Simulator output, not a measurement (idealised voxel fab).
Title: Process Module voxel gate over fins
Section shown: cut. Width: 170 nm. Cell size: 5 nm, square.
Cross-section layout: square cells on a grid; listed as bands, top to bottom; a band spans one or more cell rows. Band: top and bottom heights (nm) first, top before bottom; then materials from left to right, widths in nm. "full width" marks a sole material filling the band edge to edge. "blank" denotes empty space. The reference from which all heights are counted is 0, the level beneath which the as-received wafer is entirely one material; the lowest band, having no lower bound, proceeds downward and is written after the example "z 0 and below". Width spec "30..40" -> top row of cells at first value, bottom row at second value, equal per-row change in between. When a step is marked "nothing was modified", none of the cells in the cross-section changed during that step. Look at "Sealed cavities" for the closed voids: empty spaces with no open path to the top, sized 8 cells or up. Each is width x height at distance, distance from the left edge, all nm. It should be noted that, on the line of a given step, the content following the step's settings is a remark produced by the simulator itself with respect to that step. The "overlay nm" setting may appear on a step's line; for a step that uses a mask, it gives how far to the right of its planned position the mask lay, and a negative value indicates the left.
### Steps planned for the process
step 1: op RECEIVE | material Si
step 2: op CONFORMAL_DEP | material SiN | thk nm 10
step 3: op DIRECTIONAL_DEP | material aC | thk nm 15
step 4: op PATTERN | tone cover | mask id FINS | material resist | width nm 15 | pitch nm 45 | thk nm 30 | overlay nm 0
step 5: op DIRECTIONAL_ETCH | etch materials aC | depth nm 15
step 6: op STRIP | etch materials resist
step 7: op DIRECTIONAL_ETCH | etch materials SiN | depth nm 10
step 8: op DIRECTIONAL_ETCH | etch materials Si | depth nm 40
step 9: op STRIP | etch materials aC
step 10: op FILL_DEP | material SiO2 | thk nm 10
step 11: op CMP | height nm 10
step 12: op SELECTIVE_ETCH | etch materials SiO2 | depth nm 25
step 13: op STRIP | etch materials SiN
step 14: op CONFORMAL_DEP | material HfO2 | thk nm 5
step 15: op CONFORMAL_DEP | material TiN | thk nm 5
step 16: op CONFORMAL_DEP | material TiAl | thk nm 5
step 17: op CONFORMAL_DEP | material TiN | thk nm 5
step 18: op FILL_DEP | material W | thk nm 15
step 19: op CMP | height nm 30
step 20: op CONFORMAL_DEP | material SiCN | thk nm 10
### Wafer cross-section on receipt, i.e. after step 1
z 0 and below  Si full width
Sealed cavities: none
### Wafer cross-section at end of module: start and plan as shown above, one execution error
z 40 to 30  SiCN full width
z 30 to 20  W full width
z 20 to 15  TiN full width
z 15 to 10  TiAl full width
z 10 to 5  TiN full width
z 5 to 0  60 nm HfO2  5 nm TiN  40 nm HfO2  5 nm TiN  60 nm HfO2
z 0 to -10  55 nm Si  5 nm HfO2  5 nm TiN  5 nm HfO2  30 nm Si  5 nm HfO2  5 nm TiN  5 nm HfO2  55 nm Si
z -10 to -15  55 nm Si  15 nm HfO2  30 nm Si  15 nm HfO2  55 nm Si
z -15 to -40  55 nm Si  15 nm SiO2  30 nm Si  15 nm SiO2  55 nm Si
z -40 and below  Si full width
Sealed cavities: none
Misprocessing identified: step 4 off recipe, ran as op PATTERN | tone open | mask id FINS | material resist | width nm 15 | pitch nm 45 | thk nm 30 | overlay nm 0
